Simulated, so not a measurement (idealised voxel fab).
Process module under the name voxel self aligned contacts
In the cross-section labelled cut, the width is 265 nm and each square cell is 5 nm.
Format of a cross-section: grid, square cells. Given as bands. Order: top down. Band: one or more rows of cells. Band: top and bottom heights (nm) first, top before bottom; then materials from left to right, widths in nm. "edge to edge" marks a sole material filling the band edge to edge. "blank" denotes empty space. Basically, 0 is our baseline, since under it the wafer straight out of the box is all one material. The bottom band has no lower end and keeps on going down, so it looks like "0..down". A width such as "30..40" changes by the same amount from each row of cells to the next, from the band's top row to its bottom row. "all unchanged" after a step means that no cell of the cross-section changed. Heads up: "Closed voids list" only lists the empty pockets with no open path to the top that are 8 cells or more, and it writes them as width x height at distance, distance from the left edge, in nm. On a step's line, text after the settings is the simulator commenting on that step. The line of a step may include "overlay nm". On a step with a mask, this value is how far to the right of its planned place the mask lay. A negative value means the mask lay to the left. So the way this works: pairs, before and after one process step. The after picture only goes down to the lowest band that actually changed, nothing below. Step and its settings are under each pair. And watch out, pairs might come from different runs of this module, same starting wafer though, so a pair only follows on from the one above if its "Before-step section" entry tells you so.

Before-step section:
- 0..down | Si edge to edge
- Closed voids list: none

Post-Step Section View:
- 5..0 | SiO2 edge to edge
- Below 0 it's all the same as before, nothing changed down there.
- Closed voids list: none
Can you say which step sits between the two cross-sections above? CONFORMAL_DEP (material SiO2; thk nm 5)

Before-step section: The prior state of this step coincides with the post-step cross-section of the pair just above.

Post-Step Section View:
- 35..5 | polySi edge to edge
- Below 5 it's all the same as before, nothing changed down there.
- Closed voids list: none
Can you say which step sits between the two cross-sections above? DIRECTIONAL_DEP (material polySi; thk nm 30)

Before-step section: The prior state of this step coincides with the post-step cross-section of the pair just above.

Post-Step Section View:
- 50..35 | SiN edge to edge
- Below 35 it's all the same as before, nothing changed down there.
- Closed voids list: none
Can you say which step sits between the two cross-sections above? DIRECTIONAL_DEP (material SiN; thk nm 15)

Before-step section: The prior state of this step coincides with the post-step cross-section of the pair just above.

Post-Step Section View:
- 65..50 | aC edge to edge
- Below 50 it's all the same as before, nothing changed down there.
- Closed voids list: none
Can you say which step sits between the two cross-sections above? DIRECTIONAL_DEP (material aC; thk nm 15)

Before-step section: The prior state of this step coincides with the post-step cross-section of the pair just above.

Post-Step Section View:
- 95..65 | 95 nm blank, 25 nm resist, 25 nm blank, 25 nm resist, 95 nm blank
- Below 65 it's all the same as before, nothing changed down there.
- Closed voids list: none
Can you say which step sits between the two cross-sections above? PATTERN (tone cover; mask id GATE; material resist; width nm 25; pitch nm 50; thk nm 30; overlay nm 0)

Before-step section: The prior state of this step coincides with the post-step cross-section of the pair just above.

Post-Step Section View:
- 80..65 | 95 nm blank, 25 nm resist, 25 nm blank, 25 nm resist, 95 nm blank
- 65..50 | 95 nm blank, 25 nm aC, 25 nm blank, 25 nm aC, 95 nm blank
- Below 50 it's all the same as before, nothing changed down there.
- Closed voids list: none
Can you say which step sits between the two cross-sections above? DIRECTIONAL_ETCH (etch materials aC; depth nm 15)

Before-step section: The prior state of this step coincides with the post-step cross-section of the pair just above.

Post-Step Section View:
- 65..50 | 95 nm blank, 25 nm aC, 25 nm blank, 25 nm aC, 95 nm blank
- Below 50 it's all the same as before, nothing changed down there.
- Closed voids list: none
Can you say which step sits between the two cross-sections above? STRIP (etch materials resist)

Before-step section: The prior state of this step coincides with the post-step cross-section of the pair just above.

Post-Step Section View:
- 65..50 | 95 nm blank, 25 nm aC, 25 nm blank, 25 nm aC, 95 nm blank
- 50..35 | 95 nm blank, 25 nm SiN, 25 nm blank, 25 nm SiN, 95 nm blank
- Below 35 it's all the same as before, nothing changed down there.
- Closed voids list: none
Can you say which step sits between the two cross-sections above? DIRECTIONAL_ETCH (etch materials SiN; depth nm 15)

Before-step section: The prior state of this step coincides with the post-step cross-section of the pair just above.

Post-Step Section View:
- 65..50 | 95 nm blank, 25 nm aC, 25 nm blank, 25 nm aC, 95 nm blank
- 50..35 | 95 nm blank, 25 nm SiN, 25 nm blank, 25 nm SiN, 95 nm blank
- 35..5 | 95 nm blank, 25 nm polySi, 25 nm blank, 25 nm polySi, 95 nm blank
- Below 5 it's all the same as before, nothing changed down there.
- Closed voids list: none
Can you say which step sits between the two cross-sections above? DIRECTIONAL_ETCH (etch materials polySi; depth nm 30)

Before-step section: The prior state of this step coincides with the post-step cross-section of the pair just above.

Post-Step Section View:
- 50..35 | 95 nm blank, 25 nm SiN, 25 nm blank, 25 nm SiN, 95 nm blank
- Below 35 it's all the same as before, nothing changed down there.
- Closed voids list: none
Can you say which step sits between the two cross-sections above? STRIP (etch materials aC)

Before-step section: The prior state of this step coincides with the post-step cross-section of the pair just above.

Post-Step Section View:
- 55..35 | 90 nm blank, 35 nm SiN, 15 nm blank, 35 nm SiN, 90 nm blank
- 35..10 | 90 nm blank, 5 nm SiN, 25 nm polySi, 5 nm SiN, 15 nm blank, 5 nm SiN, 25 nm polySi, 5 nm SiN, 90 nm blank
- 10..5 | 95 nm SiN, 25 nm polySi, 25 nm SiN, 25 nm polySi, 95 nm SiN
- Below 5 it's all the same as before, nothing changed down there.
- Closed voids list: none
Can you say which step sits between the two cross-sections above? CONFORMAL_DEP (material SiN; thk nm 5)

Before-step section: The prior state of this step coincides with the post-step cross-section of the pair just above.

Post-Step Section View:
- 50..35 | 90 nm blank, 35 nm SiN, 15 nm blank, 35 nm SiN, 90 nm blank
- 35..5 | 90 nm blank, 5 nm SiN, 25 nm polySi, 5 nm SiN, 15 nm blank, 5 nm SiN, 25 nm polySi, 5 nm SiN, 90 nm blank
- Below 5 it's all the same as before, nothing changed down there.
- Closed voids list: none
Can you say which step sits between the two cross-sections above? DIRECTIONAL_ETCH (etch materials SiN; depth nm 5)

Before-step section: The prior state of this step coincides with the post-step cross-section of the pair just above.

Post-Step Section View:
- 65..50 | SiO2 edge to edge
- 50..35 | 90 nm SiO2, 35 nm SiN, 15 nm SiO2, 35 nm SiN, 90 nm SiO2
- 35..5 | 90 nm SiO2, 5 nm SiN, 25 nm polySi, 5 nm SiN, 15 nm SiO2, 5 nm SiN, 25 nm polySi, 5 nm SiN, 90 nm SiO2
- Below 5 it's all the same as before, nothing changed down there.
- Closed voids list: none
Can you say which step sits between the two cross-sections above? FILL_DEP (material SiO2; thk nm 15)

Before-step section: The prior state of this step coincides with the post-step cross-section of the pair just above.

Post-Step Section View:
- 55..50 | SiO2 edge to edge
- Below 50 it's all the same as before, nothing changed down there.
- Closed voids list: none
Can you say which step sits between the two cross-sections above? CMP (height nm 55)

Before-step section: The prior state of this step coincides with the post-step cross-section of the pair just above.

Post-Step Section View:
- 65..55 | aC edge to edge
- Below 55 it's all the same as before, nothing changed down there.
- Closed voids list: none
Can you say which step sits between the two cross-sections above? DIRECTIONAL_DEP (material aC; thk nm 10)

Before-step section: The prior state of this step coincides with the post-step cross-section of the pair just above.

Post-Step Section View:
- 95..65 | 115 nm resist, 35 nm blank, 115 nm resist
- Below 65 it's all the same as before, nothing changed down there.
- Closed voids list: none
Can you say which step sits between the two cross-sections above? PATTERN (tone open; mask id CONTACT; material resist; width nm 35; thk nm 30; overlay nm 0)

Before-step section: The prior state of this step coincides with the post-step cross-section of the pair just above.

Post-Step Section View:
- 85..65 | 115 nm resist, 35 nm blank, 115 nm resist
- 65..55 | 115 nm aC, 35 nm blank, 115 nm aC
- Below 55 it's all the same as before, nothing changed down there.
- Closed voids list: none
Can you say which step sits between the two cross-sections above? DIRECTIONAL_ETCH (etch materials aC; depth nm 10)

Before-step section: The prior state of this step coincides with the post-step cross-section of the pair just above.

Post-Step Section View:
- 65..55 | 115 nm aC, 35 nm blank, 115 nm aC
- Below 55 it's all the same as before, nothing changed down there.
- Closed voids list: none
Can you say which step sits between the two cross-sections above? STRIP (etch materials resist)

Before-step section: The prior state of this step coincides with the post-step cross-section of the pair just above.

Post-Step Section View:
- 65..55 | 115 nm aC, 35 nm blank, 115 nm aC
- 55..50 | 115 nm SiO2, 35 nm blank, 115 nm SiO2
- 50..35 | 90 nm SiO2, 35 nm SiN, 15 nm blank, 35 nm SiN, 90 nm SiO2
- 35..5 | 90 nm SiO2, 5 nm SiN, 25 nm polySi, 5 nm SiN, 15 nm blank, 5 nm SiN, 25 nm polySi, 5 nm SiN, 90 nm SiO2
- 5..0 | 125 nm SiO2, 15 nm blank, 125 nm SiO2
- Below 0 it's all the same as before, nothing changed down there.
- Closed voids list: none
Can you say which step sits between the two cross-sections above? DIRECTIONAL_ETCH (etch materials SiO2; depth nm 55)

Before-step section: The prior state of this step coincides with the post-step cross-section of the pair just above.

Post-Step Section View:
- 55..50 | 115 nm SiO2, 35 nm blank, 115 nm SiO2
- Below 50 it's all the same as before, nothing changed down there.
- Closed voids list: none
Can you say which step sits between the two cross-sections above? STRIP (etch materials aC)

Before-step section: The prior state of this step coincides with the post-step cross-section of the pair just above.

Post-Step Section View:
- 60..55 | 120 nm TiN, 25 nm blank, 120 nm TiN
- 55..50 | 115 nm SiO2, 15 nm TiN, 5 nm blank, 15 nm TiN, 115 nm SiO2
- 50..35 | 90 nm SiO2, 35 nm SiN, 5 nm TiN, 5 nm blank, 5 nm TiN, 35 nm SiN, 90 nm SiO2
- 35..5 | 90 nm SiO2, 5 nm SiN, 25 nm polySi, 5 nm SiN, 5 nm TiN, 5 nm blank, 5 nm TiN, 5 nm SiN, 25 nm polySi, 5 nm SiN, 90 nm SiO2
- 5..0 | 125 nm SiO2, 15 nm TiN, 125 nm SiO2
- Below 0 it's all the same as before, nothing changed down there.
- Closed voids list: none
Can you say which step sits between the two cross-sections above? CONFORMAL_DEP (material TiN; thk nm 5)

Before-step section: The prior state of this step coincides with the post-step cross-section of the pair just above.

Post-Step Section View:
- 65..60 | W edge to edge
- 60..55 | 120 nm TiN, 25 nm W, 120 nm TiN
- 55..50 | 115 nm SiO2, 15 nm TiN, 5 nm W, 15 nm TiN, 115 nm SiO2
- 50..35 | 90 nm SiO2, 35 nm SiN, 5 nm TiN, 5 nm W, 5 nm TiN, 35 nm SiN, 90 nm SiO2
- 35..5 | 90 nm SiO2, 5 nm SiN, 25 nm polySi, 5 nm SiN, 5 nm TiN, 5 nm W, 5 nm TiN, 5 nm SiN, 25 nm polySi, 5 nm SiN, 90 nm SiO2
- Below 5 it's all the same as before, nothing changed down there.
- Closed voids list: none
Can you say which step sits between the two cross-sections above? FILL_DEP (material W; thk nm 5)

Before-step section: The prior state of this step coincides with the post-step cross-section of the pair just above.

Post-Step Section View:
- 55..50 | 115 nm SiO2, 15 nm TiN, 5 nm W, 15 nm TiN, 115 nm SiO2
- Below 50 it's all the same as before, nothing changed down there.
- Closed voids list: none
Can you say which step sits between the two cross-sections above? CMP (height nm 55)

Before-step section: The prior state of this step coincides with the post-step cross-section of the pair just above.

Post-Step Section View:
- 60..55 | SiN edge to edge
- Below 55 it's all the same as before, nothing changed down there.
- Closed voids list: none
Can you say which step sits between the two cross-sections above? CONFORMAL_DEP (material SiN; thk nm 5)

Before-step section:
- 50..35 | 95 nm blank, 25 nm SiN, 25 nm blank, 25 nm SiN, 95 nm blank
- 35..5 | 95 nm blank, 25 nm polySi, 25 nm blank, 25 nm polySi, 95 nm blank
- 5..0 | SiO2 edge to edge
- 0..down | Si edge to edge
- Closed voids list: none

Post-Step Section View:
- 45..35 | 95 nm blank, 25 nm SiN, 25 nm blank, 25 nm SiN, 95 nm blank
- Below 35 it's all the same as before, nothing changed down there.
- Closed voids list: none
Can you say which step sits between the two cross-sections above? DIRECTIONAL_ETCH (etch materials SiN; depth nm 5)

Before-step section: The prior state of this step coincides with the post-step cross-section of the pair just above.

Post-Step Section View:
- 60..45 | SiO2 edge to edge
- 45..35 | 95 nm SiO2, 25 nm SiN, 25 nm SiO2, 25 nm SiN, 95 nm SiO2
- 35..5 | 95 nm SiO2, 25 nm polySi, 25 nm SiO2, 25 nm polySi, 95 nm SiO2
- Below 5 it's all the same as before, nothing changed down there.
- Closed voids list: none
Can you say which step sits between the two cross-sections above? FILL_DEP (material SiO2; thk nm 15)

Before-step section: The prior state of this step coincides with the post-step cross-section of the pair just above.

Post-Step Section View:
- 55..45 | SiO2 edge to edge
- Below 45 it's all the same as before, nothing changed down there.
- Closed voids list: none
Can you say which step sits between the two cross-sections above? CMP (height nm 55)

Before-step section: The prior state of this step coincides with the post-step cross-section of the pair just above.

Post-Step Section View:
- 65..55 | aC edge to edge
- Below 55 it's all the same as before, nothing changed down there.
- Closed voids list: none
Can you say which step sits between the two cross-sections above? DIRECTIONAL_DEP (material aC; thk nm 10)

Before-step section: The prior state of this step coincides with the post-step cross-section of the pair just above.

Post-Step Section View:
- 95..65 | 115 nm resist, 35 nm blank, 115 nm resist
- Below 65 it's all the same as before, nothing changed down there.
- Closed voids list: none
Can you say which step sits between the two cross-sections above? PATTERN (tone open; mask id CONTACT; material resist; width nm 35; thk nm 30; overlay nm 0)

Before-step section: The prior state of this step coincides with the post-step cross-section of the pair just above.

Post-Step Section View:
- 85..65 | 115 nm resist, 35 nm blank, 115 nm resist
- 65..55 | 115 nm aC, 35 nm blank, 115 nm aC
- Below 55 it's all the same as before, nothing changed down there.
- Closed voids list: none
Can you say which step sits between the two cross-sections above? DIRECTIONAL_ETCH (etch materials aC; depth nm 10)

Before-step section: The prior state of this step coincides with the post-step cross-section of the pair just above.

Post-Step Section View:
- 65..55 | 115 nm aC, 35 nm blank, 115 nm aC
- Below 55 it's all the same as before, nothing changed down there.
- Closed voids list: none
Can you say which step sits between the two cross-sections above? STRIP (etch materials resist)

Before-step section: The prior state of this step coincides with the post-step cross-section of the pair just above.

Post-Step Section View:
- 65..55 | 115 nm aC, 35 nm blank, 115 nm aC
- 55..45 | 115 nm SiO2, 35 nm blank, 115 nm SiO2
- 45..35 | 95 nm SiO2, 25 nm SiN, 25 nm blank, 25 nm SiN, 95 nm SiO2
- 35..5 | 95 nm SiO2, 25 nm polySi, 25 nm blank, 25 nm polySi, 95 nm SiO2
- 5..0 | 120 nm SiO2, 25 nm blank, 120 nm SiO2
- Below 0 it's all the same as before, nothing changed down there.
- Closed voids list: none
Can you say which step sits between the two cross-sections above? DIRECTIONAL_ETCH (etch materials SiO2; depth nm 55)

Before-step section: The prior state of this step coincides with the post-step cross-section of the pair just above.

Post-Step Section View:
- 55..45 | 115 nm SiO2, 35 nm blank, 115 nm SiO2
- Below 45 it's all the same as before, nothing changed down there.
- Closed voids list: none
Can you say which step sits between the two cross-sections above? STRIP (etch materials aC)

Before-step section: The prior state of this step coincides with the post-step cross-section of the pair just above.

Post-Step Section View:
- 60..55 | 120 nm TiN, 25 nm blank, 120 nm TiN
- 55..45 | 115 nm SiO2, 5..10 nm TiN, 25..15 nm blank, 5..10 nm TiN, 115 nm SiO2
- 45..35 | 95 nm SiO2, 25 nm SiN, 5 nm TiN, 15 nm blank, 5 nm TiN, 25 nm SiN, 95 nm SiO2
- 35..5 | 95 nm SiO2, 25 nm polySi, 5 nm TiN, 15 nm blank, 5 nm TiN, 25 nm polySi, 95 nm SiO2
- 5..0 | 120 nm SiO2, 25 nm TiN, 120 nm SiO2
- Below 0 it's all the same as before, nothing changed down there.
- Closed voids list: none
Can you say which step sits between the two cross-sections above? CONFORMAL_DEP (material TiN; thk nm 5)

Before-step section: The prior state of this step coincides with the post-step cross-section of the pair just above.

Post-Step Section View:
- 65..60 | W edge to edge
- 60..55 | 120 nm TiN, 25 nm W, 120 nm TiN
- 55..45 | 115 nm SiO2, 5..10 nm TiN, 25..15 nm W, 5..10 nm TiN, 115 nm SiO2
- 45..35 | 95 nm SiO2, 25 nm SiN, 5 nm TiN, 15 nm W, 5 nm TiN, 25 nm SiN, 95 nm SiO2
- 35..5 | 95 nm SiO2, 25 nm polySi, 5 nm TiN, 15 nm W, 5 nm TiN, 25 nm polySi, 95 nm SiO2
- Below 5 it's all the same as before, nothing changed down there.
- Closed voids list: none
Can you say which step sits between the two cross-sections above? FILL_DEP (material W; thk nm 5)

Before-step section: The prior state of this step coincides with the post-step cross-section of the pair just above.

Post-Step Section View:
- 55..45 | 115 nm SiO2, 5..10 nm TiN, 25..15 nm W, 5..10 nm TiN, 115 nm SiO2
- Below 45 it's all the same as before, nothing changed down there.
- Closed voids list: none
Can you say which step sits between the two cross-sections above? CMP (height nm 55)

Before-step section: The prior state of this step coincides with the post-step cross-section of the pair just above.

Post-Step Section View:
- 60..55 | SiN edge to edge
- Below 55 it's all the same as before, nothing changed down there.
- Closed voids list: none
Can you say which step sits between the two cross-sections above? CONFORMAL_DEP (material SiN; thk nm 5)

Before-step section:
- 35..5 | polySi edge to edge
- 5..0 | SiO2 edge to edge
- 0..down | Si edge to edge
- Closed voids list: none

Post-Step Section View:
- 65..5 | polySi edge to edge
- Below 5 it's all the same as before, nothing changed down there.
- Closed voids list: none
Can you say which step sits between the two cross-sections above? DIRECTIONAL_DEP (material polySi; thk nm 30)

Before-step section: The prior state of this step coincides with the post-step cross-section of the pair just above.

Post-Step Section View:
- 80..65 | SiN edge to edge
- Below 65 it's all the same as before, nothing changed down there.
- Closed voids list: none
Can you say which step sits between the two cross-sections above? DIRECTIONAL_DEP (material SiN; thk nm 15)

Before-step section: The prior state of this step coincides with the post-step cross-section of the pair just above.

Post-Step Section View:
- 95..80 | aC edge to edge
- Below 80 it's all the same as before, nothing changed down there.
- Closed voids list: none
Can you say which step sits between the two cross-sections above? DIRECTIONAL_DEP (material aC; thk nm 15)

Before-step section: The prior state of this step coincides with the post-step cross-section of the pair just above.

Post-Step Section View:
- 125..95 | 95 nm blank, 25 nm resist, 25 nm blank, 25 nm resist, 95 nm blank
- Below 95 it's all the same as before, nothing changed down there.
- Closed voids list: none
Can you say which step sits between the two cross-sections above? PATTERN (tone cover; mask id GATE; material resist; width nm 25; pitch nm 50; thk nm 30; overlay nm 0)

Before-step section: The prior state of this step coincides with the post-step cross-section of the pair just above.

Post-Step Section View:
- 110..95 | 95 nm blank, 25 nm resist, 25 nm blank, 25 nm resist, 95 nm blank
- 95..80 | 95 nm blank, 25 nm aC, 25 nm blank, 25 nm aC, 95 nm blank
- Below 80 it's all the same as before, nothing changed down there.
- Closed voids list: none
Can you say which step sits between the two cross-sections above? DIRECTIONAL_ETCH (etch materials aC; depth nm 15)

Before-step section: The prior state of this step coincides with the post-step cross-section of the pair just above.

Post-Step Section View:
- 95..80 | 95 nm blank, 25 nm aC, 25 nm blank, 25 nm aC, 95 nm blank
- Below 80 it's all the same as before, nothing changed down there.
- Closed voids list: none
Can you say which step sits between the two cross-sections above? STRIP (etch materials resist)

Before-step section: The prior state of this step coincides with the post-step cross-section of the pair just above.

Post-Step Section View:
- 95..80 | 95 nm blank, 25 nm aC, 25 nm blank, 25 nm aC, 95 nm blank
- 80..65 | 95 nm blank, 25 nm SiN, 25 nm blank, 25 nm SiN, 95 nm blank
- Below 65 it's all the same as before, nothing changed down there.
- Closed voids list: none
Can you say which step sits between the two cross-sections above? DIRECTIONAL_ETCH (etch materials SiN; depth nm 15)

Before-step section: The prior state of this step coincides with the post-step cross-section of the pair just above.

Post-Step Section View:
- 95..80 | 95 nm blank, 25 nm aC, 25 nm blank, 25 nm aC, 95 nm blank
- 80..65 | 95 nm blank, 25 nm SiN, 25 nm blank, 25 nm SiN, 95 nm blank
- 65..35 | 95 nm blank, 25 nm polySi, 25 nm blank, 25 nm polySi, 95 nm blank
- Below 35 it's all the same as before, nothing changed down there.
- Closed voids list: none
Can you say which step sits between the two cross-sections above? DIRECTIONAL_ETCH (etch materials polySi; depth nm 30)

Before-step section: The prior state of this step coincides with the post-step cross-section of the pair just above.

Post-Step Section View:
- 80..65 | 95 nm blank, 25 nm SiN, 25 nm blank, 25 nm SiN, 95 nm blank
- Below 65 it's all the same as before, nothing changed down there.
- Closed voids list: none
Can you say which step sits between the two cross-sections above? STRIP (etch materials aC)

Before-step section: The prior state of this step coincides with the post-step cross-section of the pair just above.

Post-Step Section View:
- 85..65 | 90 nm blank, 35 nm SiN, 15 nm blank, 35 nm SiN, 90 nm blank
- 65..40 | 90 nm blank, 5 nm SiN, 25 nm polySi, 5 nm SiN, 15 nm blank, 5 nm SiN, 25 nm polySi, 5 nm SiN, 90 nm blank
- 40..35 | 95 nm SiN, 25 nm polySi, 25 nm SiN, 25 nm polySi, 95 nm SiN
- Below 35 it's all the same as before, nothing changed down there.
- Closed voids list: none
Can you say which step sits between the two cross-sections above? CONFORMAL_DEP (material SiN; thk nm 5)

Before-step section: The prior state of this step coincides with the post-step cross-section of the pair just above.

Post-Step Section View:
- 80..65 | 90 nm blank, 35 nm SiN, 15 nm blank, 35 nm SiN, 90 nm blank
- 65..35 | 90 nm blank, 5 nm SiN, 25 nm polySi, 5 nm SiN, 15 nm blank, 5 nm SiN, 25 nm polySi, 5 nm SiN, 90 nm blank
- Below 35 it's all the same as before, nothing changed down there.
- Closed voids list: none
Can you say which step sits between the two cross-sections above? DIRECTIONAL_ETCH (etch materials SiN; depth nm 5)

Before-step section: The prior state of this step coincides with the post-step cross-section of the pair just above.

Post-Step Section View:
- 95..80 | SiO2 edge to edge
- 80..65 | 90 nm SiO2, 35 nm SiN, 15 nm SiO2, 35 nm SiN, 90 nm SiO2
- 65..35 | 90 nm SiO2, 5 nm SiN, 25 nm polySi, 5 nm SiN, 15 nm SiO2, 5 nm SiN, 25 nm polySi, 5 nm SiN, 90 nm SiO2
- Below 35 it's all the same as before, nothing changed down there.
- Closed voids list: none
Can you say which step sits between the two cross-sections above? FILL_DEP (material SiO2; thk nm 15)

Before-step section: The prior state of this step coincides with the post-step cross-section of the pair just above.

Post-Step Section View:
- 55..35 | 90 nm SiO2, 5 nm SiN, 25 nm polySi, 5 nm SiN, 15 nm SiO2, 5 nm SiN, 25 nm polySi, 5 nm SiN, 90 nm SiO2
- Below 35 it's all the same as before, nothing changed down there.
- Closed voids list: none
Can you say which step sits between the two cross-sections above? CMP (height nm 55)

Before-step section: The prior state of this step coincides with the post-step cross-section of the pair just above.

Post-Step Section View:
- 65..55 | aC edge to edge
- Below 55 it's all the same as before, nothing changed down there.
- Closed voids list: none
Can you say which step sits between the two cross-sections above? DIRECTIONAL_DEP (material aC; thk nm 10)

Before-step section: The prior state of this step coincides with the post-step cross-section of the pair just above.

Post-Step Section View:
- 95..65 | 115 nm resist, 35 nm blank, 115 nm resist
- Below 65 it's all the same as before, nothing changed down there.
- Closed voids list: none
Can you say which step sits between the two cross-sections above? PATTERN (tone open; mask id CONTACT; material resist; width nm 35; thk nm 30; overlay nm 0)

Before-step section: The prior state of this step coincides with the post-step cross-section of the pair just above.

Post-Step Section View:
- 85..65 | 115 nm resist, 35 nm blank, 115 nm resist
- 65..55 | 115 nm aC, 35 nm blank, 115 nm aC
- Below 55 it's all the same as before, nothing changed down there.
- Closed voids list: none
Can you say which step sits between the two cross-sections above? DIRECTIONAL_ETCH (etch materials aC; depth nm 10)

Before-step section: The prior state of this step coincides with the post-step cross-section of the pair just above.

Post-Step Section View:
- 65..55 | 115 nm aC, 35 nm blank, 115 nm aC
- Below 55 it's all the same as before, nothing changed down there.
- Closed voids list: none
Can you say which step sits between the two cross-sections above? STRIP (etch materials resist)

Before-step section: The prior state of this step coincides with the post-step cross-section of the pair just above.

Post-Step Section View:
- 65..55 | 115 nm aC, 35 nm blank, 115 nm aC
- 55..35 | 90 nm SiO2, 5 nm SiN, 25 nm polySi, 5 nm SiN, 15 nm blank, 5 nm SiN, 25 nm polySi, 5 nm SiN, 90 nm SiO2
- Below 35 it's all the same as before, nothing changed down there.
- Closed voids list: none
Can you say which step sits between the two cross-sections above? DIRECTIONAL_ETCH (etch materials SiO2; depth nm 55)

Before-step section: The prior state of this step coincides with the post-step cross-section of the pair just above.

Post-Step Section View:
- 55..35 | 90 nm SiO2, 5 nm SiN, 25 nm polySi, 5 nm SiN, 15 nm blank, 5 nm SiN, 25 nm polySi, 5 nm SiN, 90 nm SiO2
- Below 35 it's all the same as before, nothing changed down there.
- Closed voids list: none
Can you say which step sits between the two cross-sections above? STRIP (etch materials aC)

Before-step section: The prior state of this step coincides with the post-step cross-section of the pair just above.

Post-Step Section View:
- 60..55 | 130 nm TiN, 5 nm blank, 130 nm TiN
- 55..40 | 90 nm SiO2, 5 nm SiN, 25 nm polySi, 5 nm SiN, 5 nm TiN, 5 nm blank, 5 nm TiN, 5 nm SiN, 25 nm polySi, 5 nm SiN, 90 nm SiO2
- 40..35 | 90 nm SiO2, 5 nm SiN, 25 nm polySi, 5 nm SiN, 15 nm TiN, 5 nm SiN, 25 nm polySi, 5 nm SiN, 90 nm SiO2
- Below 35 it's all the same as before, nothing changed down there.
- Closed voids list: none
Can you say which step sits between the two cross-sections above? CONFORMAL_DEP (material TiN; thk nm 5)

Before-step section: The prior state of this step coincides with the post-step cross-section of the pair just above.

Post-Step Section View:
- 65..60 | W edge to edge
- 60..55 | 130 nm TiN, 5 nm W, 130 nm TiN
- 55..40 | 90 nm SiO2, 5 nm SiN, 25 nm polySi, 5 nm SiN, 5 nm TiN, 5 nm W, 5 nm TiN, 5 nm SiN, 25 nm polySi, 5 nm SiN, 90 nm SiO2
- Below 40 it's all the same as before, nothing changed down there.
- Closed voids list: none
Can you say which step sits between the two cross-sections above? FILL_DEP (material W; thk nm 5)

Before-step section: The prior state of this step coincides with the post-step cross-section of the pair just above.

Post-Step Section View:
- 55..40 | 90 nm SiO2, 5 nm SiN, 25 nm polySi, 5 nm SiN, 5 nm TiN, 5 nm W, 5 nm TiN, 5 nm SiN, 25 nm polySi, 5 nm SiN, 90 nm SiO2
- Below 40 it's all the same as before, nothing changed down there.
- Closed voids list: none
Can you say which step sits between the two cross-sections above? CMP (height nm 55)

Before-step section: The prior state of this step coincides with the post-step cross-section of the pair just above.

Post-Step Section View:
- 60..55 | SiN edge to edge
- Below 55 it's all the same as before, nothing changed down there.
- Closed voids list: none
Can you say which step sits between the two cross-sections above? CONFORMAL_DEP (material SiN; thk nm 5)

Before-step section:
- 5..0 | SiO2 edge to edge
- 0..down | Si edge to edge
- Closed voids list: none

Post-Step Section View:
- 20..5 | SiN edge to edge
- Below 5 it's all the same as before, nothing changed down there.
- Closed voids list: none
Can you say which step sits between the two cross-sections above? DIRECTIONAL_DEP (material SiN; thk nm 15)

Before-step section: The prior state of this step coincides with the post-step cross-section of the pair just above.

Post-Step Section View:
- 50..20 | polySi edge to edge
- Below 20 it's all the same as before, nothing changed down there.
- Closed voids list: none
Can you say which step sits between the two cross-sections above? DIRECTIONAL_DEP (material polySi; thk nm 30)

Before-step section: The prior state of this step coincides with the post-step cross-section of the pair just above.

Post-Step Section View:
- 65..50 | aC edge to edge
- Below 50 it's all the same as before, nothing changed down there.
- Closed voids list: none
Can you say which step sits between the two cross-sections above? DIRECTIONAL_DEP (material aC; thk nm 15)

Before-step section: The prior state of this step coincides with the post-step cross-section of the pair just above.

Post-Step Section View:
- 95..65 | 95 nm blank, 25 nm resist, 25 nm blank, 25 nm resist, 95 nm blank
- Below 65 it's all the same as before, nothing changed down there.
- Closed voids list: none
Can you say which step sits between the two cross-sections above? PATTERN (tone cover; mask id GATE; material resist; width nm 25; pitch nm 50; thk nm 30; overlay nm 0)

Before-step section: The prior state of this step coincides with the post-step cross-section of the pair just above.

Post-Step Section View:
- 80..65 | 95 nm blank, 25 nm resist, 25 nm blank, 25 nm resist, 95 nm blank
- 65..50 | 95 nm blank, 25 nm aC, 25 nm blank, 25 nm aC, 95 nm blank
- Below 50 it's all the same as before, nothing changed down there.
- Closed voids list: none
Can you say which step sits between the two cross-sections above? DIRECTIONAL_ETCH (etch materials aC; depth nm 15)

Before-step section: The prior state of this step coincides with the post-step cross-section of the pair just above.

Post-Step Section View:
- 65..50 | 95 nm blank, 25 nm aC, 25 nm blank, 25 nm aC, 95 nm blank
- Below 50 it's all the same as before, nothing changed down there.
- Closed voids list: none
Can you say which step sits between the two cross-sections above? STRIP (etch materials resist)

Before-step section: The prior state of this step coincides with the post-step cross-section of the pair just above.

Post-Step Section View:
- 65..50 | 95 nm blank, 25 nm aC, 25 nm blank, 25 nm aC, 95 nm blank
- 50..20 | 95 nm blank, 25 nm polySi, 25 nm blank, 25 nm polySi, 95 nm blank
- Below 20 it's all the same as before, nothing changed down there.
- Closed voids list: none
Can you say which step sits between the two cross-sections above? DIRECTIONAL_ETCH (etch materials polySi; depth nm 30)

Before-step section: The prior state of this step coincides with the post-step cross-section of the pair just above.

Post-Step Section View:
- 50..20 | 95 nm blank, 25 nm polySi, 25 nm blank, 25 nm polySi, 95 nm blank
- Below 20 it's all the same as before, nothing changed down there.
- Closed voids list: none
Can you say which step sits between the two cross-sections above? STRIP (etch materials aC)

Before-step section: The prior state of this step coincides with the post-step cross-section of the pair just above.

Post-Step Section View:
- 55..50 | 90 nm blank, 35 nm SiN, 15 nm blank, 35 nm SiN, 90 nm blank
- 50..25 | 90 nm blank, 5 nm SiN, 25 nm polySi, 5 nm SiN, 15 nm blank, 5 nm SiN, 25 nm polySi, 5 nm SiN, 90 nm blank
- 25..20 | 95 nm SiN, 25 nm polySi, 25 nm SiN, 25 nm polySi, 95 nm SiN
- Below 20 it's all the same as before, nothing changed down there.
- Closed voids list: none
Can you say which step sits between the two cross-sections above? CONFORMAL_DEP (material SiN; thk nm 5)

Before-step section: The prior state of this step coincides with the post-step cross-section of the pair just above.

Post-Step Section View:
- 50..20 | 90 nm blank, 5 nm SiN, 25 nm polySi, 5 nm SiN, 15 nm blank, 5 nm SiN, 25 nm polySi, 5 nm SiN, 90 nm blank
- Below 20 it's all the same as before, nothing changed down there.
- Closed voids list: none
Can you say which step sits between the two cross-sections above? DIRECTIONAL_ETCH (etch materials SiN; depth nm 5)

Before-step section: The prior state of this step coincides with the post-step cross-section of the pair just above.

Post-Step Section View:
- 65..50 | SiO2 edge to edge
- 50..20 | 90 nm SiO2, 5 nm SiN, 25 nm polySi, 5 nm SiN, 15 nm SiO2, 5 nm SiN, 25 nm polySi, 5 nm SiN, 90 nm SiO2
- Below 20 it's all the same as before, nothing changed down there.
- Closed voids list: none
Can you say which step sits between the two cross-sections above? FILL_DEP (material SiO2; thk nm 15)
